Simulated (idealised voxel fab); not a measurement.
Name of the process module below: voxel wiring stack
In the cross-section labelled cut, the width is 155 nm and each square cell is 5 nm.
The cross-sections in this document take the form of a grid made of square cells. They are written out as bands, in order from top to bottom. Each band consists of one or more rows of cells.
In this notation a band is specified by the heights of its top and bottom, in that order and in nm, after which its materials appear from left to right, each paired with its width in nm. The word "all across" attached to a single material means that material fills the band from edge to edge; the word "blank" stands for empty space.
Heights are reckoned from 0. Under this level, the received wafer is all of one material. The bottommost band is open-ended downward, for example "0 nm and below".
You'd read "30 to 40" like this: the band's top row of cells is as wide as the first number, its bottom row is as wide as the second, and going down, every row changes width by the same amount as the row before did.
Step marked "remained the same"? Then no cell in the cross-section changed in it.
"Trapped void list" means: voids of 8 cells or more that are shut off from the top with no open way through. Written width x height at distance, distance from the left edge, in nm.
If you see something after the settings on a step's line, that's the simulator's own remark about that step.
overlay nm: right-of-plan distance of the mask on a masked step; negative values mean left-of-plan.
Pairs ahead. Before: cross-section ahead of one process step. After: cross-section once the step is done, shown to the lowest changed band only. Under each pair: that step, with settings. Caution: pairs may come from different runs of this module on the same starting wafer; a pair follows the pair above only where its "Cross-section, before" entry says so.
CROSS-SECTION, BEFORE
130 nm to 125 nm  lowk 30 nm / blank 15 nm / lowk 45 nm / blank 15 nm / lowk 50 nm
125 nm to 120 nm  lowk 30 nm / Ru 15 nm / lowk 45 nm / Ru 15 nm / lowk 50 nm
120 nm to 115 nm  SiCN 30 nm / Ru 15 nm / SiCN 45 nm / Ru 15 nm / SiCN 50 nm
115 nm to 100 nm  SiO2 30 nm / TiN 5 nm / Ru 20 nm / TiN 5 nm / SiO2 30 nm / TiN 5 nm / Ru 20 nm / TiN 5 nm / SiO2 35 nm
100 nm to 95 nm  SiO2 30 nm / TiN 5 nm / Ru 5 nm / TiN 20 nm / SiO2 30 nm / TiN 30 nm / SiO2 35 nm
95 nm to 85 nm  SiO2 30 nm / TiN 5 nm / Ru 5 nm / TiN 5 nm / SiO2 110 nm
85 nm to 80 nm  SiCN 30 nm / TiN 15 nm / SiCN 110 nm
80 nm to 55 nm  lowk 30 nm / W 30 nm / lowk 30 nm / W 30 nm / lowk 35 nm
55 nm to 50 nm  lowk 30 nm / TiN 30 nm / lowk 30 nm / TiN 30 nm / lowk 35 nm
50 nm to 35 nm  lowk 30 nm / TiN 5 nm / Cu 5 nm / TiN 5 nm / lowk 110 nm
35 nm to 30 nm  SiCN 30 nm / TiN 15 nm / SiCN 110 nm
30 nm to 15 nm  SiO2 30 nm / TiN 5 nm / Ru 20 nm / TiN 5 nm / SiO2 30 nm / TiN 5 nm / Ru 20 nm / TiN 5 nm / SiO2 35 nm
15 nm to 10 nm  SiN 30 nm / TiN 30 nm / SiN 30 nm / TiN 30 nm / SiN 35 nm
10 nm to 0 nm  SiO2 all across
0 nm and below  Si all across
Trapped void list: none
CROSS-SECTION THEREAFTER
135 nm to 130 nm  blank 25 nm / Ru 25 nm / blank 35 nm / Ru 25 nm / blank 45 nm
130 nm to 120 nm  lowk 30 nm / Ru 15 nm / lowk 45 nm / Ru 15 nm / lowk 50 nm
Under 120: no change, same as before.
Trapped void list: none
Here is the step that sits between the two cross-sections above: EPI,material Ru,thk nm 10
Cross-section, before: it's just the after picture from the pair right above this one.
CROSS-SECTION THEREAFTER
140 nm to 130 nm  blank 20 nm / Ru 35 nm / blank 25 nm / Ru 35 nm / blank 40 nm
Under 130: no change, same as before.
Trapped void list: none
Here is the step that sits between the two cross-sections above: EPI,material Ru,thk nm 5
Cross-section, before: it's just the after picture from the pair right above this one.
CROSS-SECTION THEREAFTER
145 nm to 140 nm  blank 15 nm / SiCN 45 nm / blank 15 nm / SiCN 45 nm / blank 35 nm
140 nm to 135 nm  blank 15 nm / SiCN 5 nm / Ru 35 nm / SiCN 5 nm / blank 15 nm / SiCN 5 nm / Ru 35 nm / SiCN 5 nm / blank 35 nm
135 nm to 130 nm  SiCN 20 nm / Ru 35 nm / SiCN 25 nm / Ru 35 nm / SiCN 40 nm
Under 130: no change, same as before.
Trapped void list: none
Here is the step that sits between the two cross-sections above: CONFORMAL_DEP,material SiCN,thk nm 5
Cross-section, before: it's just the after picture from the pair right above this one.
CROSS-SECTION THEREAFTER
165 nm to 155 nm  blank 15 nm / lowk 45 nm / blank 15 nm / lowk 45 nm / blank 35 nm
155 nm to 145 nm  lowk all across
145 nm to 140 nm  lowk 15 nm / SiCN 45 nm / lowk 15 nm / SiCN 45 nm / lowk 35 nm
140 nm to 135 nm  lowk 15 nm / SiCN 5 nm / Ru 35 nm / SiCN 5 nm / lowk 15 nm / SiCN 5 nm / Ru 35 nm / SiCN 5 nm / lowk 35 nm
Under 135: no change, same as before.
Trapped void list: none
Here is the step that sits between the two cross-sections above: DIRECTIONAL_DEP,material lowk,thk nm 20
Cross-section, before: it's just the after picture from the pair right above this one.
CROSS-SECTION THEREAFTER
180 nm to 165 nm  resist 30 nm / blank 30 nm / resist 30 nm / blank 30 nm / resist 35 nm
165 nm to 155 nm  resist 15 nm / lowk 45 nm / resist 15 nm / lowk 45 nm / resist 35 nm
Under 155: no change, same as before.
Trapped void list: none
Here is the step that sits between the two cross-sections above: PATTERN,tone open,mask id METAL_4,material resist,width nm 30,pitch nm 60,thk nm 15,overlay nm 0
Cross-section, before: it's just the after picture from the pair right above this one.
CROSS-SECTION THEREAFTER
180 nm to 165 nm  resist 30 nm / blank 30 nm / resist 30 nm / blank 30 nm / resist 35 nm
165 nm to 155 nm  resist 15 nm / lowk 15 nm / blank 30 nm / resist 15 nm / lowk 15 nm / blank 30 nm / resist 35 nm
155 nm to 145 nm  lowk 30 nm / blank 30 nm / lowk 30 nm / blank 30 nm / lowk 35 nm
Under 145: no change, same as before.
Trapped void list: none
Here is the step that sits between the two cross-sections above: DIRECTIONAL_ETCH,etch materials lowk,depth nm 20
Cross-section, before: it's just the after picture from the pair right above this one.
CROSS-SECTION THEREAFTER
180 nm to 165 nm  resist 30 nm / blank 30 nm / resist 30 nm / blank 30 nm / resist 35 nm
165 nm to 155 nm  resist 15 nm / lowk 15 nm / blank 30 nm / resist 15 nm / lowk 15 nm / blank 30 nm / resist 35 nm
155 nm to 145 nm  lowk 30 nm / blank 30 nm / lowk 30 nm / blank 30 nm / lowk 35 nm
145 nm to 140 nm  lowk 15 nm / SiCN 15 nm / blank 30 nm / lowk 15 nm / SiCN 15 nm / blank 30 nm / lowk 35 nm
Under 140: no change, same as before.
Trapped void list: none
Here is the step that sits between the two cross-sections above: DIRECTIONAL_ETCH,etch materials SiCN,depth nm 5
Cross-section, before: it's just the after picture from the pair right above this one.
CROSS-SECTION THEREAFTER
165 nm to 155 nm  blank 15 nm / lowk 15 nm / blank 45 nm / lowk 15 nm / blank 65 nm
Under 155: no change, same as before.
Trapped void list: none
Here is the step that sits between the two cross-sections above: STRIP,etch materials resist
Cross-section, before: it's just the after picture from the pair right above this one.
CROSS-SECTION THEREAFTER
170 nm to 165 nm  blank 10 nm / TiN 25 nm / blank 35 nm / TiN 25 nm / blank 60 nm
165 nm to 160 nm  blank 10 nm / TiN 5 nm / lowk 15 nm / TiN 5 nm / blank 35 nm / TiN 5 nm / lowk 15 nm / TiN 5 nm / blank 60 nm
160 nm to 155 nm  TiN 15 nm / lowk 15 nm / TiN 5 nm / blank 20 nm / TiN 20 nm / lowk 15 nm / TiN 5 nm / blank 20 nm / TiN 40 nm
155 nm to 145 nm  lowk 30 nm / TiN 5 nm / blank 20 nm / TiN 5 nm / lowk 30 nm / TiN 5 nm / blank 20 nm / TiN 5 nm / lowk 35 nm
145 nm to 140 nm  lowk 15 nm / SiCN 15 nm / TiN 30 nm / lowk 15 nm / SiCN 15 nm / TiN 30 nm / lowk 35 nm
Under 140: no change, same as before.
Trapped void list: none
Here is the step that sits between the two cross-sections above: CONFORMAL_DEP,material TiN,thk nm 5
Cross-section, before: it's just the after picture from the pair right above this one.
CROSS-SECTION THEREAFTER
175 nm to 170 nm  Cu all across
170 nm to 165 nm  Cu 10 nm / TiN 25 nm / Cu 35 nm / TiN 25 nm / Cu 60 nm
165 nm to 160 nm  Cu 10 nm / TiN 5 nm / lowk 15 nm / TiN 5 nm / Cu 35 nm / TiN 5 nm / lowk 15 nm / TiN 5 nm / Cu 60 nm
160 nm to 155 nm  TiN 15 nm / lowk 15 nm / TiN 5 nm / Cu 20 nm / TiN 20 nm / lowk 15 nm / TiN 5 nm / Cu 20 nm / TiN 40 nm
155 nm to 145 nm  lowk 30 nm / TiN 5 nm / Cu 20 nm / TiN 5 nm / lowk 30 nm / TiN 5 nm / Cu 20 nm / TiN 5 nm / lowk 35 nm
Under 145: no change, same as before.
Trapped void list: none
Here is the step that sits between the two cross-sections above: FILL_DEP,material Cu,thk nm 5
Cross-section, before: it's just the after picture from the pair right above this one.
CROSS-SECTION THEREAFTER
155 nm to 145 nm  lowk 30 nm / TiN 5 nm / Cu 20 nm / TiN 5 nm / lowk 30 nm / TiN 5 nm / Cu 20 nm / TiN 5 nm / lowk 35 nm
Under 145: no change, same as before.
Trapped void list: none
Here is the step that sits between the two cross-sections above: CMP,height nm 155
Cross-section, before: it's just the after picture from the pair right above this one.
CROSS-SECTION THEREAFTER
160 nm to 155 nm  SiCN all across
Under 155: no change, same as before.
Trapped void list: none
Here is the step that sits between the two cross-sections above: CONFORMAL_DEP,material SiCN,thk nm 5
CROSS-SECTION, BEFORE
80 nm to 55 nm  lowk 30 nm / W 30 nm / lowk 30 nm / W 30 nm / lowk 35 nm
55 nm to 50 nm  lowk 30 nm / TiN 30 nm / lowk 30 nm / TiN 30 nm / lowk 35 nm
50 nm to 35 nm  lowk 30 nm / TiN 5 nm / Cu 5 nm / TiN 5 nm / lowk 110 nm
35 nm to 30 nm  SiCN 30 nm / TiN 15 nm / SiCN 110 nm
30 nm to 15 nm  SiO2 30 nm / TiN 5 nm / Ru 20 nm / TiN 5 nm / SiO2 30 nm / TiN 5 nm / Ru 20 nm / TiN 5 nm / SiO2 35 nm
15 nm to 10 nm  SiN 30 nm / TiN 30 nm / SiN 30 nm / TiN 30 nm / SiN 35 nm
10 nm to 0 nm  SiO2 all across
0 nm and below  Si all across
Trapped void list: none
CROSS-SECTION THEREAFTER
110 nm to 80 nm  SiO2 all across
Under 80: no change, same as before.
Trapped void list: none
Here is the step that sits between the two cross-sections above: DIRECTIONAL_DEP,material SiO2,thk nm 30
Cross-section, before: it's just the after picture from the pair right above this one.
CROSS-SECTION THEREAFTER
115 nm to 110 nm  SiCN all across
Under 110: no change, same as before.
Trapped void list: none
Here is the step that sits between the two cross-sections above: CONFORMAL_DEP,material SiCN,thk nm 5
Cross-section, before: it's just the after picture from the pair right above this one.
CROSS-SECTION THEREAFTER
115 nm to 110 nm  SiCN 30 nm / blank 30 nm / SiCN 30 nm / blank 30 nm / SiCN 35 nm
Under 110: no change, same as before.
Trapped void list: none
Here is the step that sits between the two cross-sections above: MASKED_ETCH,tone open,mask id METAL_3,width nm 30,pitch nm 60,etch materials SiCN,depth nm 5,overlay nm 0
Cross-section, before: it's just the after picture from the pair right above this one.
CROSS-SECTION THEREAFTER
120 nm to 115 nm  TiN 35 nm / blank 20 nm / TiN 40 nm / blank 20 nm / TiN 40 nm
115 nm to 110 nm  SiCN 30 nm / TiN 30 nm / SiCN 30 nm / TiN 30 nm / SiCN 35 nm
Under 110: no change, same as before.
Trapped void list: none
Here is the step that sits between the two cross-sections above: CONFORMAL_DEP,material TiN,thk nm 5
Cross-section, before: it's just the after picture from the pair right above this one.
CROSS-SECTION THEREAFTER
130 nm to 120 nm  Ru all across
120 nm to 115 nm  TiN 35 nm / Ru 20 nm / TiN 40 nm / Ru 20 nm / TiN 40 nm
Under 115: no change, same as before.
Trapped void list: none
Here is the step that sits between the two cross-sections above: FILL_DEP,material Ru,thk nm 10
Cross-section, before: it's just the after picture from the pair right above this one.
CROSS-SECTION THEREAFTER
115 nm to 110 nm  SiCN 30 nm / TiN 30 nm / SiCN 30 nm / TiN 30 nm / SiCN 35 nm
Under 110: no change, same as before.
Trapped void list: none
Here is the step that sits between the two cross-sections above: CMP,height nm 115
Cross-section, before: it's just the after picture from the pair right above this one.
CROSS-SECTION THEREAFTER
120 nm to 115 nm  SiCN all across
Under 115: no change, same as before.
Trapped void list: none
Here is the step that sits between the two cross-sections above: CONFORMAL_DEP,material SiCN,thk nm 5
Cross-section, before: it's just the after picture from the pair right above this one.
CROSS-SECTION THEREAFTER
130 nm to 120 nm  lowk all across
Under 120: no change, same as before.
Trapped void list: none
Here is the step that sits between the two cross-sections above: DIRECTIONAL_DEP,material lowk,thk nm 10
Cross-section, before: it's just the after picture from the pair right above this one.
CROSS-SECTION THEREAFTER
145 nm to 130 nm  resist 30 nm / blank 15 nm / resist 45 nm / blank 15 nm / resist 50 nm
Under 130: no change, same as before.
Trapped void list: none
Here is the step that sits between the two cross-sections above: PATTERN,tone open,mask id PLUG_3,material resist,width nm 15,pitch nm 60,thk nm 15,overlay nm 0
Cross-section, before: it's just the after picture from the pair right above this one.
CROSS-SECTION THEREAFTER
145 nm to 130 nm  resist 30 nm / blank 15 nm / resist 45 nm / blank 15 nm / resist 50 nm
130 nm to 120 nm  lowk 30 nm / blank 15 nm / lowk 45 nm / blank 15 nm / lowk 50 nm
Under 120: no change, same as before.
Trapped void list: none
Here is the step that sits between the two cross-sections above: DIRECTIONAL_ETCH,etch materials lowk,depth nm 10
Cross-section, before: it's just the after picture from the pair right above this one.
CROSS-SECTION THEREAFTER
145 nm to 130 nm  resist 30 nm / blank 15 nm / resist 45 nm / blank 15 nm / resist 50 nm
130 nm to 120 nm  lowk 30 nm / blank 15 nm / lowk 45 nm / blank 15 nm / lowk 50 nm
120 nm to 115 nm  SiCN 30 nm / blank 15 nm / SiCN 45 nm / blank 15 nm / SiCN 50 nm
Under 115: no change, same as before.
Trapped void list: none
Here is the step that sits between the two cross-sections above: DIRECTIONAL_ETCH,etch materials SiCN,depth nm 5
Cross-section, before: it's just the after picture from the pair right above this one.
CROSS-SECTION THEREAFTER
130 nm to 120 nm  lowk 30 nm / blank 15 nm / lowk 45 nm / blank 15 nm / lowk 50 nm
Under 120: no change, same as before.
Trapped void list: none
Here is the step that sits between the two cross-sections above: STRIP,etch materials resist
Cross-section, before: it's just the after picture from the pair right above this one.
CROSS-SECTION THEREAFTER
130 nm to 125 nm  lowk 30 nm / blank 15 nm / lowk 45 nm / blank 15 nm / lowk 50 nm
125 nm to 120 nm  lowk 30 nm / Ru 15 nm / lowk 45 nm / Ru 15 nm / lowk 50 nm
120 nm to 115 nm  SiCN 30 nm / Ru 15 nm / SiCN 45 nm / Ru 15 nm / SiCN 50 nm
Under 115: no change, same as before.
Trapped void list: none
Here is the step that sits between the two cross-sections above: EPI,material Ru,thk nm 10
Cross-section, before: it's just the after picture from the pair right above this one.
CROSS-SECTION THEREAFTER
130 nm to 120 nm  lowk 30 nm / Ru 15 nm / lowk 45 nm / Ru 15 nm / lowk 50 nm
Under 120: no change, same as before.
Trapped void list: none
Here is the step that sits between the two cross-sections above: EPI,material Ru,thk nm 5
Cross-section, before: it's just the after picture from the pair right above this one.
CROSS-SECTION THEREAFTER
135 nm to 130 nm  SiCN all across
Under 130: no change, same as before.
Trapped void list: none
Here is the step that sits between the two cross-sections above: CONFORMAL_DEP,material SiCN,thk nm 5
Cross-section, before: it's just the after picture from the pair right above this one.
CROSS-SECTION THEREAFTER
155 nm to 135 nm  lowk all across
Under 135: no change, same as before.
Trapped void list: none
Here is the step that sits between the two cross-sections above: DIRECTIONAL_DEP,material lowk,thk nm 20
Cross-section, before: it's just the after picture from the pair right above this one.
CROSS-SECTION THEREAFTER
170 nm to 155 nm  resist 30 nm / blank 30 nm / resist 30 nm / blank 30 nm / resist 35 nm
Under 155: no change, same as before.
Trapped void list: none
Here is the step that sits between the two cross-sections above: PATTERN,tone open,mask id METAL_4,material resist,width nm 30,pitch nm 60,thk nm 15,overlay nm 0
Cross-section, before: it's just the after picture from the pair right above this one.
CROSS-SECTION THEREAFTER
170 nm to 155 nm  resist 30 nm / blank 30 nm / resist 30 nm / blank 30 nm / resist 35 nm
155 nm to 135 nm  lowk 30 nm / blank 30 nm / lowk 30 nm / blank 30 nm / lowk 35 nm
Under 135: no change, same as before.
Trapped void list: none
Here is the step that sits between the two cross-sections above: DIRECTIONAL_ETCH,etch materials lowk,depth nm 20
Cross-section, before: it's just the after picture from the pair right above this one.
CROSS-SECTION THEREAFTER
170 nm to 155 nm  resist 30 nm / blank 30 nm / resist 30 nm / blank 30 nm / resist 35 nm
155 nm to 135 nm  lowk 30 nm / blank 30 nm / lowk 30 nm / blank 30 nm / lowk 35 nm
135 nm to 130 nm  SiCN 30 nm / blank 30 nm / SiCN 30 nm / blank 30 nm / SiCN 35 nm
Under 130: no change, same as before.
Trapped void list: none
Here is the step that sits between the two cross-sections above: DIRECTIONAL_ETCH,etch materials SiCN,depth nm 5
Cross-section, before: it's just the after picture from the pair right above this one.
CROSS-SECTION THEREAFTER
155 nm to 135 nm  lowk 30 nm / blank 30 nm / lowk 30 nm / blank 30 nm / lowk 35 nm
Under 135: no change, same as before.
Trapped void list: none
Here is the step that sits between the two cross-sections above: STRIP,etch materials resist
Cross-section, before: it's just the after picture from the pair right above this one.
CROSS-SECTION THEREAFTER
160 nm to 155 nm  TiN 35 nm / blank 20 nm / TiN 40 nm / blank 20 nm / TiN 40 nm
155 nm to 135 nm  lowk 30 nm / TiN 5 nm / blank 20 nm / TiN 5 nm / lowk 30 nm / TiN 5 nm / blank 20 nm / TiN 5 nm / lowk 35 nm
135 nm to 130 nm  SiCN 30 nm / TiN 30 nm / SiCN 30 nm / TiN 30 nm / SiCN 35 nm
Under 130: no change, same as before.
Trapped void list: none
Here is the step that sits between the two cross-sections above: CONFORMAL_DEP,material TiN,thk nm 5
Cross-section, before: it's just the after picture from the pair right above this one.
CROSS-SECTION THEREAFTER
165 nm to 160 nm  Cu all across
160 nm to 155 nm  TiN 35 nm / Cu 20 nm / TiN 40 nm / Cu 20 nm / TiN 40 nm
155 nm to 135 nm  lowk 30 nm / TiN 5 nm / Cu 20 nm / TiN 5 nm / lowk 30 nm / TiN 5 nm / Cu 20 nm / TiN 5 nm / lowk 35 nm
Under 135: no change, same as before.
Trapped void list: none
Here is the step that sits between the two cross-sections above: FILL_DEP,material Cu,thk nm 5
Cross-section, before: it's just the after picture from the pair right above this one.
CROSS-SECTION THEREAFTER
155 nm to 135 nm  lowk 30 nm / TiN 5 nm / Cu 20 nm / TiN 5 nm / lowk 30 nm / TiN 5 nm / Cu 20 nm / TiN 5 nm / lowk 35 nm
Under 135: no change, same as before.
Trapped void list: none
Here is the step that sits between the two cross-sections above: CMP,height nm 155
Cross-section, before: it's just the after picture from the pair right above this one.
CROSS-SECTION THEREAFTER
160 nm to 155 nm  SiCN all across
Under 155: no change, same as before.
Trapped void list: none
Here is the step that sits between the two cross-sections above: CONFORMAL_DEP,material SiCN,thk nm 5
CROSS-SECTION, BEFORE
60 nm to 55 nm  Cu all across
55 nm to 50 nm  TiN 35 nm / Cu 5 nm / TiN 115 nm
50 nm to 35 nm  lowk 30 nm / TiN 5 nm / Cu 5 nm / TiN 5 nm / lowk 110 nm
35 nm to 30 nm  SiCN 30 nm / TiN 15 nm / SiCN 110 nm
30 nm to 15 nm  SiO2 30 nm / TiN 5 nm / Ru 20 nm / TiN 5 nm / SiO2 30 nm / TiN 5 nm / Ru 20 nm / TiN 5 nm / SiO2 35 nm
15 nm to 10 nm  SiN 30 nm / TiN 30 nm / SiN 30 nm / TiN 30 nm / SiN 35 nm
10 nm to 0 nm  SiO2 all across
0 nm and below  Si all across
Trapped void list: none
CROSS-SECTION THEREAFTER
45 nm to 35 nm  lowk 30 nm / TiN 5 nm / Cu 5 nm / TiN 5 nm / lowk 110 nm
Under 35: no change, same as before.
Trapped void list: none
Here is the step that sits between the two cross-sections above: CMP,height nm 45
Cross-section, before: it's just the after picture from the pair right above this one.
CROSS-SECTION THEREAFTER
50 nm to 45 nm  TiN all across
Under 45: no change, same as before.
Trapped void list: none
Here is the step that sits between the two cross-sections above: DIRECTIONAL_DEP,material TiN,thk nm 5
Cross-section, before: it's just the after picture from the pair right above this one.
CROSS-SECTION THEREAFTER
75 nm to 50 nm  W all across
Under 50: no change, same as before.
Trapped void list: none
Here is the step that sits between the two cross-sections above: DIRECTIONAL_DEP,material W,thk nm 25
Cross-section, before: it's just the after picture from the pair right above this one.
CROSS-SECTION THEREAFTER
95 nm to 75 nm  blank 30 nm / resist 30 nm / blank 30 nm / resist 30 nm / blank 35 nm
Under 75: no change, same as before.
Trapped void list: none
Here is the step that sits between the two cross-sections above: PATTERN,tone cover,mask id METAL_2,material resist,width nm 30,pitch nm 60,thk nm 20,overlay nm 0
Cross-section, before: it's just the after picture from the pair right above this one.
CROSS-SECTION THEREAFTER
95 nm to 75 nm  blank 30 nm / resist 30 nm / blank 30 nm / resist 30 nm / blank 35 nm
75 nm to 50 nm  blank 30 nm / W 30 nm / blank 30 nm / W 30 nm / blank 35 nm
Under 50: no change, same as before.
Trapped void list: none
Here is the step that sits between the two cross-sections above: DIRECTIONAL_ETCH,etch materials W,depth nm 25
Cross-section, before: it's just the after picture from the pair right above this one.
CROSS-SECTION THEREAFTER
95 nm to 75 nm  blank 30 nm / resist 30 nm / blank 30 nm / resist 30 nm / blank 35 nm
75 nm to 50 nm  blank 30 nm / W 30 nm / blank 30 nm / W 30 nm / blank 35 nm
50 nm to 45 nm  blank 30 nm / TiN 30 nm / blank 30 nm / TiN 30 nm / blank 35 nm
Under 45: no change, same as before.
Trapped void list: none
Here is the step that sits between the two cross-sections above: DIRECTIONAL_ETCH,etch materials TiN,depth nm 5
Cross-section, before: it's just the after picture from the pair right above this one.
CROSS-SECTION THEREAFTER
75 nm to 50 nm  blank 30 nm / W 30 nm / blank 30 nm / W 30 nm / blank 35 nm
Under 50: no change, same as before.
Trapped void list: none
Here is the step that sits between the two cross-sections above: STRIP,etch materials resist
Cross-section, before: it's just the after picture from the pair right above this one.
CROSS-SECTION THEREAFTER
85 nm to 75 nm  lowk all across
75 nm to 50 nm  lowk 30 nm / W 30 nm / lowk 30 nm / W 30 nm / lowk 35 nm
50 nm to 45 nm  lowk 30 nm / TiN 30 nm / lowk 30 nm / TiN 30 nm / lowk 35 nm
Under 45: no change, same as before.
Trapped void list: none
Here is the step that sits between the two cross-sections above: FILL_DEP,material lowk,thk nm 10
Cross-section, before: it's just the after picture from the pair right above this one.
CROSS-SECTION THEREAFTER
80 nm to 75 nm  lowk all across
Under 75: no change, same as before.
Trapped void list: none
Here is the step that sits between the two cross-sections above: CMP,height nm 80
Cross-section, before: it's just the after picture from the pair right above this one.
CROSS-SECTION THEREAFTER
85 nm to 80 nm  SiCN all across
Under 80: no change, same as before.
Trapped void list: none
Here is the step that sits between the two cross-sections above: CONFORMAL_DEP,material SiCN,thk nm 5
Cross-section, before: it's just the after picture from the pair right above this one.
CROSS-SECTION THEREAFTER
115 nm to 85 nm  SiO2 all across
Under 85: no change, same as before.
Trapped void list: none
Here is the step that sits between the two cross-sections above: DIRECTIONAL_DEP,material SiO2,thk nm 30
Cross-section, before: it's just the after picture from the pair right above this one.
CROSS-SECTION THEREAFTER
115 nm to 85 nm  SiO2 30 nm / blank 15 nm / SiO2 110 nm
Under 85: no change, same as before.
Trapped void list: none
Here is the step that sits between the two cross-sections above: MASKED_ETCH,tone open,mask id METAL_3_HOLES,width nm 15,etch materials SiO2,depth nm 30,overlay nm 0
Cross-section, before: it's just the after picture from the pair right above this one.
CROSS-SECTION THEREAFTER
115 nm to 95 nm  SiO2 30 nm / blank 30 nm / SiO2 30 nm / blank 30 nm / SiO2 35 nm
Under 95: no change, same as before.
Trapped void list: none
Here is the step that sits between the two cross-sections above: MASKED_ETCH,tone open,mask id METAL_3,width nm 30,pitch nm 60,etch materials SiO2,depth nm 20,overlay nm 0
Cross-section, before: it's just the after picture from the pair right above this one.
CROSS-SECTION THEREAFTER
115 nm to 95 nm  SiO2 30 nm / blank 30 nm / SiO2 30 nm / blank 30 nm / SiO2 35 nm
95 nm to 85 nm  SiO2 30 nm / blank 15 nm / SiO2 110 nm
85 nm to 80 nm  SiCN 30 nm / blank 15 nm / SiCN 110 nm
Under 80: no change, same as before.
Trapped void list: none
Here is the step that sits between the two cross-sections above: MASKED_ETCH,tone open,mask id METAL_3,width nm 30,pitch nm 60,etch materials SiCN,depth nm 5,overlay nm 0
Cross-section, before: it's just the after picture from the pair right above this one.
CROSS-SECTION THEREAFTER
120 nm to 115 nm  TiN 35 nm / blank 20 nm / TiN 40 nm / blank 20 nm / TiN 40 nm
115 nm to 100 nm  SiO2 30 nm / TiN 5 nm / blank 20 nm / TiN 5 nm / SiO2 30 nm / TiN 5 nm / blank 20 nm / TiN 5 nm / SiO2 35 nm
100 nm to 95 nm  SiO2 30 nm / TiN 5 nm / blank 5 nm / TiN 20 nm / SiO2 30 nm / TiN 30 nm / SiO2 35 nm
95 nm to 85 nm  SiO2 30 nm / TiN 5 nm / blank 5 nm / TiN 5 nm / SiO2 110 nm
85 nm to 80 nm  SiCN 30 nm / TiN 15 nm / SiCN 110 nm
Under 80: no change, same as before.
Trapped void list: none
Here is the step that sits between the two cross-sections above: CONFORMAL_DEP,material TiN,thk nm 5
Cross-section, before: it's just the after picture from the pair right above this one.
CROSS-SECTION THEREAFTER
130 nm to 120 nm  Ru all across
120 nm to 115 nm  TiN 35 nm / Ru 20 nm / TiN 40 nm / Ru 20 nm / TiN 40 nm
115 nm to 100 nm  SiO2 30 nm / TiN 5 nm / Ru 20 nm / TiN 5 nm / SiO2 30 nm / TiN 5 nm / Ru 20 nm / TiN 5 nm / SiO2 35 nm
100 nm to 95 nm  SiO2 30 nm / TiN 5 nm / Ru 5 nm / TiN 20 nm / SiO2 30 nm / TiN 30 nm / SiO2 35 nm
95 nm to 85 nm  SiO2 30 nm / TiN 5 nm / Ru 5 nm / TiN 5 nm / SiO2 110 nm
Under 85: no change, same as before.
Trapped void list: none
Here is the step that sits between the two cross-sections above: FILL_DEP,material Ru,thk nm 10
Cross-section, before: it's just the after picture from the pair right above this one.
CROSS-SECTION THEREAFTER
115 nm to 100 nm  SiO2 30 nm / TiN 5 nm / Ru 20 nm / TiN 5 nm / SiO2 30 nm / TiN 5 nm / Ru 20 nm / TiN 5 nm / SiO2 35 nm
Under 100: no change, same as before.
Trapped void list: none
Here is the step that sits between the two cross-sections above: CMP,height nm 115
Cross-section, before: it's just the after picture from the pair right above this one.
CROSS-SECTION THEREAFTER
120 nm to 115 nm  SiCN all across
Under 115: no change, same as before.
Trapped void list: none
Here is the step that sits between the two cross-sections above: CONFORMAL_DEP,material SiCN,thk nm 5
Cross-section, before: it's just the after picture from the pair right above this one.
CROSS-SECTION THEREAFTER
130 nm to 120 nm  lowk all across
Under 120: no change, same as before.
Trapped void list: none
Here is the step that sits between the two cross-sections above: DIRECTIONAL_DEP,material lowk,thk nm 10
Cross-section, before: it's just the after picture from the pair right above this one.
CROSS-SECTION THEREAFTER
145 nm to 130 nm  resist 30 nm / blank 15 nm / resist 45 nm / blank 15 nm / resist 50 nm
Under 130: no change, same as before.
Trapped void list: none
Here is the step that sits between the two cross-sections above: PATTERN,tone open,mask id PLUG_3,material resist,width nm 15,pitch nm 60,thk nm 15,overlay nm 0
Cross-section, before: it's just the after picture from the pair right above this one.
CROSS-SECTION THEREAFTER
145 nm to 130 nm  resist 30 nm / blank 15 nm / resist 45 nm / blank 15 nm / resist 50 nm
130 nm to 120 nm  lowk 30 nm / blank 15 nm / lowk 45 nm / blank 15 nm / lowk 50 nm
Under 120: no change, same as before.
Trapped void list: none
Here is the step that sits between the two cross-sections above: DIRECTIONAL_ETCH,etch materials lowk,depth nm 10
Cross-section, before: it's just the after picture from the pair right above this one.
CROSS-SECTION THEREAFTER
145 nm to 130 nm  resist 30 nm / blank 15 nm / resist 45 nm / blank 15 nm / resist 50 nm
130 nm to 120 nm  lowk 30 nm / blank 15 nm / lowk 45 nm / blank 15 nm / lowk 50 nm
120 nm to 115 nm  SiCN 30 nm / blank 15 nm / SiCN 45 nm / blank 15 nm / SiCN 50 nm
Under 115: no change, same as before.
Trapped void list: none
Here is the step that sits between the two cross-sections above: DIRECTIONAL_ETCH,etch materials SiCN,depth nm 5
Cross-section, before: it's just the after picture from the pair right above this one.
CROSS-SECTION THEREAFTER
130 nm to 120 nm  lowk 30 nm / blank 15 nm / lowk 45 nm / blank 15 nm / lowk 50 nm
Under 120: no change, same as before.
Trapped void list: none
Here is the step that sits between the two cross-sections above: STRIP,etch materials resist
Cross-section, before: it's just the after picture from the pair right above this one.
CROSS-SECTION THEREAFTER
130 nm to 125 nm  lowk 30 nm / blank 15 nm / lowk 45 nm / blank 15 nm / lowk 50 nm
125 nm to 120 nm  lowk 30 nm / Ru 15 nm / lowk 45 nm / Ru 15 nm / lowk 50 nm
120 nm to 115 nm  SiCN 30 nm / Ru 15 nm / SiCN 45 nm / Ru 15 nm / SiCN 50 nm
Under 115: no change, same as before.
Trapped void list: none
Here is the step that sits between the two cross-sections above: EPI,material Ru,thk nm 10
Cross-section, before: it's just the after picture from the pair right above this one.
CROSS-SECTION THEREAFTER
130 nm to 120 nm  lowk 30 nm / Ru 15 nm / lowk 45 nm / Ru 15 nm / lowk 50 nm
Under 120: no change, same as before.
Trapped void list: none
Here is the step that sits between the two cross-sections above: EPI,material Ru,thk nm 5
Cross-section, before: it's just the after picture from the pair right above this one.
CROSS-SECTION THEREAFTER
135 nm to 130 nm  SiCN all across
Under 130: no change, same as before.
Trapped void list: none
Here is the step that sits between the two cross-sections above: CONFORMAL_DEP,material SiCN,thk nm 5
Cross-section, before: it's just the after picture from the pair right above this one.
CROSS-SECTION THEREAFTER
155 nm to 135 nm  lowk all across
Under 135: no change, same as before.
Trapped void list: none
Here is the step that sits between the two cross-sections above: DIRECTIONAL_DEP,material lowk,thk nm 20
Cross-section, before: it's just the after picture from the pair right above this one.
CROSS-SECTION THEREAFTER
170 nm to 155 nm  resist 30 nm / blank 30 nm / resist 30 nm / blank 30 nm / resist 35 nm
Under 155: no change, same as before.
Trapped void list: none
Here is the step that sits between the two cross-sections above: PATTERN,tone open,mask id METAL_4,material resist,width nm 30,pitch nm 60,thk nm 15,overlay nm 0
